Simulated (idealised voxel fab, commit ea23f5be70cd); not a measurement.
Module name: voxel self aligned contacts (process module)
We display cut, a cross-section 210 nm in width whose square cells are each 5 nm.
Cross-section spec: square-cell grid; bands listed top down; each band is one or more rows. Heights first: top, then bottom, in nm. Then materials, left to right, each with a width in nm. "edge to edge" on a single material: fills the band edge to edge. "empty": empty space. Heights are expressed relative to 0, this being the level below which the as-received wafer comprises one material exclusively. The lowest band is unbounded in the downward direction and is denoted as in "0..down". Think of "30 to 40" as a width that walks from the first number to the second as you go down the band, top row to bottom row, taking equal-sized steps from row to row. A step reported as "everything unchanged" is a step in which no cell of the cross-section changed. In the "Closed voids list" entry, you get each enclosed empty space of 8 cells or more, one with no open way to the top, written width x height at distance, distance from the left edge, in nm. Post-settings text on a step line: simulator's own remark regarding the step. "overlay nm", when on a step's line for a step with a mask, measures how far to the right of its planned place the mask lay; a negative measure means to the left.

Intended process steps:
step 1: RECEIVE: material Si
step 2: OXIDIZE: depth nm 5
step 3: DIRECTIONAL_DEP: material polySi, thk nm 30
step 4: DIRECTIONAL_DEP: material SiN, thk nm 20
step 5: MASKED_ETCH: tone cover, mask id GATE, width nm 25, pitch nm 60, etch materials SiN, depth nm 20, overlay nm 0
step 6: MASKED_ETCH: tone cover, mask id GATE, width nm 25, pitch nm 60, etch materials polySi, depth nm 30, overlay nm 0
step 7: CONFORMAL_DEP: material SiN, thk nm 10
step 8: DIRECTIONAL_ETCH: etch materials SiN, depth nm 10
step 9: FILL_DEP: material SiO2, thk nm 15
step 10: CMP: height nm 60
step 11: MASKED_ETCH: tone open, mask id CONTACT, width nm 45, etch materials SiO2, depth nm 65, overlay nm 0
step 12: CONFORMAL_DEP: material TiN, thk nm 5
step 13: FILL_DEP: material W, thk nm 10
step 14: CMP: height nm 60
step 15: CONFORMAL_DEP: material SiN, thk nm 5

First of two wafers - as planned:

Wafer at receipt (post step 1), cross-section:
> 0..down: Si edge to edge
> Closed voids list: none

The following cross-section depicts the wafer upon completion of step 2:
> 0..-5: SiO2 edge to edge
> Heights below -5 show no change.

The following cross-section depicts the wafer upon completion of step 3:
> 30..0: polySi edge to edge
> Heights below 0 show no change.

The following cross-section depicts the wafer upon completion of step 4:
> 50..30: SiN edge to edge
> Heights below 30 show no change.

The following cross-section depicts the wafer upon completion of step 5:
> 50..30: empty=60  SiN=25  empty=35  SiN=25  empty=65
> Heights below 30 show no change.

The following cross-section depicts the wafer upon completion of step 6:
> 50..30: empty=60  SiN=25  empty=35  SiN=25  empty=65
> 30..0: empty=60  polySi=25  empty=35  polySi=25  empty=65
> Heights below 0 show no change.

The following cross-section depicts the wafer upon completion of step 7:
> 60..30: empty=50  SiN=45  empty=15  SiN=45  empty=55
> 30..10: empty=50  SiN=10  polySi=25  SiN=10  empty=15  SiN=10  polySi=25  SiN=10  empty=55
> 10..0: SiN=60  polySi=25  SiN=35  polySi=25  SiN=65
> Heights below 0 show no change.

The following cross-section depicts the wafer upon completion of step 8:
> 50..30: empty=50  SiN=45  empty=15  SiN=45  empty=55
> 30..0: empty=50  SiN=10  polySi=25  SiN=10  empty=15  SiN=10  polySi=25  SiN=10  empty=55
> Heights below 0 show no change.

The following cross-section depicts the wafer upon completion of step 9:
> 65..50: SiO2 edge to edge
> 50..30: SiO2=50  SiN=45  SiO2=15  SiN=45  SiO2=55
> 30..0: SiO2=50  SiN=10  polySi=25  SiN=10  SiO2=15  SiN=10  polySi=25  SiN=10  SiO2=55
> Heights below 0 show no change.

The following cross-section depicts the wafer upon completion of step 10:
> 60..50: SiO2 edge to edge
> Heights below 50 show no change.

The following cross-section depicts the wafer upon completion of step 11:
> 60..50: SiO2=80  empty=45  SiO2=85
> 50..30: SiO2=50  SiN=45  empty=15  SiN=45  SiO2=55
> 30..0: SiO2=50  SiN=10  polySi=25  SiN=10  empty=15  SiN=10  polySi=25  SiN=10  SiO2=55
> 0..-5: SiO2=95  empty=15  SiO2=100
> Heights below -5 show no change.

The following cross-section depicts the wafer upon completion of step 12:
> 65..60: TiN=85  empty=35  TiN=90
> 60..50: SiO2=80  TiN=5 to 20  empty=35 to 5  TiN=5 to 20  SiO2=85
> 50..30: SiO2=50  SiN=45  TiN=5  empty=5  TiN=5  SiN=45  SiO2=55
> 30..0: SiO2=50  SiN=10  polySi=25  SiN=10  TiN=5  empty=5  TiN=5  SiN=10  polySi=25  SiN=10  SiO2=55
> 0..-5: SiO2=95  TiN=15  SiO2=100
> Heights below -5 show no change.

The following cross-section depicts the wafer upon completion of step 13:
> 75..65: W edge to edge
> 65..60: TiN=85  W=35  TiN=90
> 60..50: SiO2=80  TiN=5 to 20  W=35 to 5  TiN=5 to 20  SiO2=85
> 50..30: SiO2=50  SiN=45  TiN=5  W=5  TiN=5  SiN=45  SiO2=55
> 30..0: SiO2=50  SiN=10  polySi=25  SiN=10  TiN=5  W=5  TiN=5  SiN=10  polySi=25  SiN=10  SiO2=55
> Heights below 0 show no change.

The following cross-section depicts the wafer upon completion of step 14:
> 60..50: SiO2=80  TiN=5 to 20  W=35 to 5  TiN=5 to 20  SiO2=85
> Heights below 50 show no change.

The following cross-section depicts the wafer upon completion of step 15:
> 65..60: SiN edge to edge
> Heights below 60 show no change.

Wafer two of two - same starting point, same process plan, one mistake in execution; matches wafer one up to and including step 10:

Second wafer, cross-section, planned end of step 11:
> 60..50: SiO2=75  empty=55  SiO2=80
> 50..30: SiO2=50  SiN=45  empty=15  SiN=45  SiO2=55
> 30..0: SiO2=50  SiN=10  polySi=25  SiN=10  empty=15  SiN=10  polySi=25  SiN=10  SiO2=55
> 0..-5: SiO2=95  empty=15  SiO2=100
> Heights below -5 show no change.

Second wafer, cross-section, planned end of step 12:
> 65..60: TiN=80  empty=45  TiN=85
> 60..50: SiO2=75  TiN=5 to 25  empty=45 to 5  TiN=5 to 25  SiO2=80
> 50..30: SiO2=50  SiN=45  TiN=5  empty=5  TiN=5  SiN=45  SiO2=55
> 30..0: SiO2=50  SiN=10  polySi=25  SiN=10  TiN=5  empty=5  TiN=5  SiN=10  polySi=25  SiN=10  SiO2=55
> 0..-5: SiO2=95  TiN=15  SiO2=100
> Heights below -5 show no change.

Second wafer, cross-section, planned end of step 13:
> 75..65: W edge to edge
> 65..60: TiN=80  W=45  TiN=85
> 60..50: SiO2=75  TiN=5 to 25  W=45 to 5  TiN=5 to 25  SiO2=80
> 50..30: SiO2=50  SiN=45  TiN=5  W=5  TiN=5  SiN=45  SiO2=55
> 30..0: SiO2=50  SiN=10  polySi=25  SiN=10  TiN=5  W=5  TiN=5  SiN=10  polySi=25  SiN=10  SiO2=55
> Heights below 0 show no change.

Second wafer, cross-section, planned end of step 14:
> 60..50: SiO2=75  TiN=5 to 25  W=45 to 5  TiN=5 to 25  SiO2=80
> Heights below 50 show no change.

Second wafer, cross-section, planned end of step 15:
> 65..60: SiN edge to edge
> Heights below 60 show no change.
Which mistake was made when the wafer was run? step 11 off recipe, ran as MASKED_ETCH: tone open, mask id CONTACT, width nm 55, etch materials SiO2, depth nm 65, overlay nm 0
The closing comparison, in cells, has the second wafer with more or fewer of some materials than the first: SiO2 -4, TiN +2, W +2
